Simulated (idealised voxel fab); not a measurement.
You're looking at the process module voxel fin reveal.
In the cross-section labelled cut, the width is 150 nm and each square cell is 5 nm.
In what follows, cross-sections appear as grids of square cells, described through bands that run from the top down, where every band is one or more rows of cells.
Quick guide to a band line: top height, bottom height (nm) up front; then every material left to right with its width in nm. Only one material and it's marked "edge to edge"? Then it fills the band edge to edge. And "air" just means empty space.
All heights in this document are referenced to 0, defined as the level beneath which the wafer, as received, consists entirely of one material. The lowest band is not bounded below; it extends indefinitely downward and is written in the form "0 down".
Quick explanation for "30 to 40": the width changes in equal steps down the rows of cells, from the first number in the band's top row to the second number in its bottom row.
The designation "nothing changed", where it is given for a processing step, indicates that no cell of the cross-section was altered in the course of that step.
Empty spaces counting at least 8 cells and having no open way to the top are listed in "Closed cavity list". The notation width x height at distance is used for each, the distance being from the left edge and all three values in nm.
On a step's line, text after the settings is the simulator commenting on that step.
A step line may carry the setting "overlay nm", which, for steps involving a mask, states the distance by which the mask lay to the right of its intended position; negative values denote displacement to the left.

PLANNED STEP LIST FOR THE PROCESS
1,RECEIVE: material Si
2,CONFORMAL_DEP: material SiN, thk nm 10
3,DIRECTIONAL_DEP: material aC, thk nm 5
4,PATTERN: tone cover, mask id FINS, material resist, width nm 15, pitch nm 40, thk nm 30, overlay nm 0
5,DIRECTIONAL_ETCH: etch materials aC, depth nm 15
6,STRIP: etch materials resist
7,DIRECTIONAL_ETCH: etch materials SiN, depth nm 10
8,DIRECTIONAL_ETCH: etch materials Si, depth nm 40
9,STRIP: etch materials aC
10,OXIDIZE: depth nm 5
11,FILL_DEP: material SiO2, thk nm 15
12,CMP: height nm 10
13,SELECTIVE_ETCH: etch materials SiO2, depth nm 35
14,STRIP: etch materials SiN
Split variable: thk nm, step 3. Plan value = first wafer. Wafers start alike.

THE AS-RECEIVED CROSS-SECTION OF THE FIRST OF SEVERAL WAFERS CORRESPONDS TO THE STATE AFTER STEP 1
> 0 down = Si edge to edge
> Closed cavity list: none

PER WAFER, END OF MODULE: CELLS GAINED (+) OR LOST (-) PER MATERIAL SINCE RECEIPT, THEN CLOSED VOIDS
thk nm 5; -243 Si; +108 SiO2; Closed cavity list: none
thk nm 10; -243 Si; +108 SiO2; Closed cavity list: none
thk nm 15; -243 Si; +108 SiO2; Closed cavity list: none
thk nm 20; not one cross-section cell was altered; Closed cavity list: none
thk nm 25; not one cross-section cell was altered; Closed cavity list: none
thk nm 30; not one cross-section cell was altered; Closed cavity list: none
